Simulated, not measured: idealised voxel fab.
Process module in this document: voxel gate over fins
Section cut is 300 nm wide and gridded with 5 nm square cells.
When this document writes out a cross-section, it uses a grid of square cells and lists it as bands, beginning at the top and moving down, with a band standing for one or more rows of cells.
The entry gives the band's vertical extent as a top height and a bottom height in nm, then its horizontal make-up as materials from left to right, each with a width in nm. "blank" stands for empty space; a single material marked "full width" fills the band edge to edge.
Measure heights from 0. That's the level where, below it, the as-received wafer is all one material. The lowest band is bottomless and extends downward; write it as in "0 -> down".
With a width like "30..40", each row of cells in the band differs from the next by the same amount, the top row carrying the first number and the bottom row the second.
Basically "nothing changed" means that step didn't change any cell in the cross-section.
You'll see "Closed void catalog" listing empty spaces that have no way open to the top, as long as they're 8 cells or more; the notation is width x height at distance, where the distance is from the left edge, and all of it is in nm.
Text after the settings on a step's line: the simulator's own remark on that step.
"overlay nm", when on a step's line for a step with a mask, measures how far to the right of its planned place the mask lay; a negative measure means to the left.
These are the steps we planned for the process:
| 1 | RECEIVE,material Si |
| 2 | CONFORMAL_DEP,material SiN,thk nm 5 |
| 3 | DIRECTIONAL_DEP,material aC,thk nm 10 |
| 4 | PATTERN,tone cover,mask id FINS,material resist,width nm 15,pitch nm 50,thk nm 25,overlay nm 0 |
| 5 | DIRECTIONAL_ETCH,etch materials aC,depth nm 10 |
| 6 | STRIP,etch materials resist |
| 7 | DIRECTIONAL_ETCH,etch materials SiN,depth nm 5 |
| 8 | DIRECTIONAL_ETCH,etch materials Si,depth nm 40 |
| 9 | STRIP,etch materials aC |
| 10 | OXIDIZE,depth nm 5 |
| 11 | FILL_DEP,material SiO2,thk nm 15 |
| 12 | CMP,height nm 5 |
| 13 | PATTERN,tone open,mask id RAIL,material resist,width nm 15,thk nm 20,overlay nm 0 |
| 14 | DIRECTIONAL_ETCH,etch materials SiO2,depth nm 40 |
| 15 | STRIP,etch materials resist |
| 16 | CONFORMAL_DEP,material TiN,thk nm 5 |
| 17 | FILL_DEP,material W,thk nm 5 |
| 18 | CMP,height nm 5 |
| 19 | SELECTIVE_ETCH,etch materials W Ru TiN,depth nm 30 |
| 20 | FILL_DEP,material SiO2,thk nm 5 |
| 21 | CMP,height nm 5 |
| 22 | SELECTIVE_ETCH,etch materials SiO2,depth nm 20 |
| 23 | STRIP,etch materials SiN |
| 24 | CONFORMAL_DEP,material HfO2,thk nm 5 |
| 25 | CONFORMAL_DEP,material TiN,thk nm 5 |
| 26 | CONFORMAL_DEP,material TiAl,thk nm 5 |
| 27 | CONFORMAL_DEP,material TiN,thk nm 5 |
| 28 | FILL_DEP,material W,thk nm 10 |
| 29 | CMP,height nm 25 |
| 30 | CONFORMAL_DEP,material SiCN,thk nm 5 |
Cross-section of the wafer at receipt, which is the condition after step 1:
0 -> down = Si full width
Closed void catalog: none
Module complete - cross-section of the first of two wafers, run according to plan:
30 -> 25 = SiCN full width
25 -> 20 = W full width
20 -> 15 = W 75, TiN 45, W 5, TiN 45, W 5, TiN 45, W 80
15 -> 10 = W 75, TiN 5, TiAl 35, TiN 5, W 5, TiN 5, TiAl 35, TiN 5, W 5, TiN 5, TiAl 35, TiN 5, W 80
10 -> 5 = W 75, TiN 5, TiAl 5, TiN 25, TiAl 5, TiN 5, W 5, TiN 5, TiAl 5, TiN 25, TiAl 5, TiN 5, W 5, TiN 5, TiAl 5, TiN 25, TiAl 5, TiN 5, W 80
5 -> 0 = TiN 80, TiAl 5, TiN 5, HfO2 15, TiN 5, TiAl 5, TiN 15, TiAl 5, TiN 5, HfO2 15, TiN 5, TiAl 5, TiN 15, TiAl 5, TiN 5, HfO2 15, TiN 5, TiAl 5, TiN 85
0 -> -5 = TiAl 85, TiN 5, HfO2 5, Si 5, HfO2 5, TiN 5, TiAl 25, TiN 5, HfO2 5, Si 5, HfO2 5, TiN 5, TiAl 25, TiN 5, HfO2 5, Si 5, HfO2 5, TiN 5, TiAl 90
-5 -> -10 = TiN 90, HfO2 5, Si 5, HfO2 5, TiN 35, HfO2 5, Si 5, HfO2 5, TiN 35, HfO2 5, Si 5, HfO2 5, TiN 95
-10 -> -15 = HfO2 95, Si 5, HfO2 45, Si 5, HfO2 45, Si 5, HfO2 100
-15 -> -25 = SiO2 95, Si 5, SiO2 45, Si 5, SiO2 45, Si 5, SiO2 100
-25 -> -30 = SiO2 95, Si 5, SiO2 15, TiN 5, W 5, TiN 5, SiO2 15, Si 5, SiO2 45, Si 5, SiO2 100
-30 -> -35 = SiO2 95, Si 5, SiO2 15, TiN 15, SiO2 15, Si 5, SiO2 45, Si 5, SiO2 100
-35 -> -45 = SiO2 95, Si 5, SiO2 45, Si 5, SiO2 45, Si 5, SiO2 100
-45 -> down = Si full width
Closed void catalog: none
Cross-sectional view: second of two wafers, end of module; start and plan identical to the first, one mistake in running:
30 -> 25 = SiCN full width
25 -> 20 = W full width
20 -> 15 = W 75, TiN 45, W 5, TiN 45, W 5, TiN 45, W 80
15 -> 10 = W 75, TiN 5, TiAl 35, TiN 5, W 5, TiN 5, TiAl 35, TiN 5, W 5, TiN 5, TiAl 35, TiN 5, W 80
10 -> 5 = W 75, TiN 5, TiAl 5, TiN 25, TiAl 5, TiN 5, W 5, TiN 5, TiAl 5, TiN 25, TiAl 5, TiN 5, W 5, TiN 5, TiAl 5, TiN 25, TiAl 5, TiN 5, W 80
5 -> 0 = TiN 80, TiAl 5, TiN 5, HfO2 15, TiN 5, TiAl 5, TiN 15, TiAl 5, TiN 5, HfO2 15, TiN 5, TiAl 5, TiN 15, TiAl 5, TiN 5, HfO2 15, TiN 5, TiAl 5, TiN 85
0 -> -5 = TiAl 85, TiN 5, HfO2 5, Si 5, HfO2 5, TiN 5, TiAl 25, TiN 5, HfO2 5, Si 5, HfO2 5, TiN 5, TiAl 25, TiN 5, HfO2 5, Si 5, HfO2 5, TiN 5, TiAl 90
-5 -> -10 = TiN 90, HfO2 5, Si 5, HfO2 5, TiN 35, HfO2 5, Si 5, HfO2 5, TiN 35, HfO2 5, Si 5, HfO2 5, TiN 95
-10 -> -15 = HfO2 95, Si 5, HfO2 45, Si 5, HfO2 45, Si 5, HfO2 100
-15 -> -25 = SiO2 95, Si 5, SiO2 45, Si 5, SiO2 45, Si 5, SiO2 100
-25 -> -30 = W 85, TiN 5, SiO2 5, Si 5, SiO2 5, TiN 10, SiO2 15, TiN 10, SiO2 5, Si 5, SiO2 5, TiN 5, W 25, TiN 5, SiO2 5, Si 5, SiO2 5, TiN 5, W 90
-30 -> -35 = TiN 90, SiO2 5, Si 5, SiO2 5, TiN 10, SiO2 15, TiN 10, SiO2 5, Si 5, SiO2 5, TiN 35, SiO2 5, Si 5, SiO2 5, TiN 95
-35 -> -45 = SiO2 95, Si 5, SiO2 45, Si 5, SiO2 45, Si 5, SiO2 100
-45 -> down = Si full width
Closed void catalog: none
What went wrong in running the wafer? step 13 ran with different settings than intended, the actual operation and settings being PATTERN,tone cover,mask id RAIL,material resist,width nm 15,thk nm 20,overlay nm 0
It is noted that, at the conclusion of processing, the second wafer exhibits a higher or lower cell count for certain materials relative to the first: -90 SiO2 | +51 TiN | +39 W
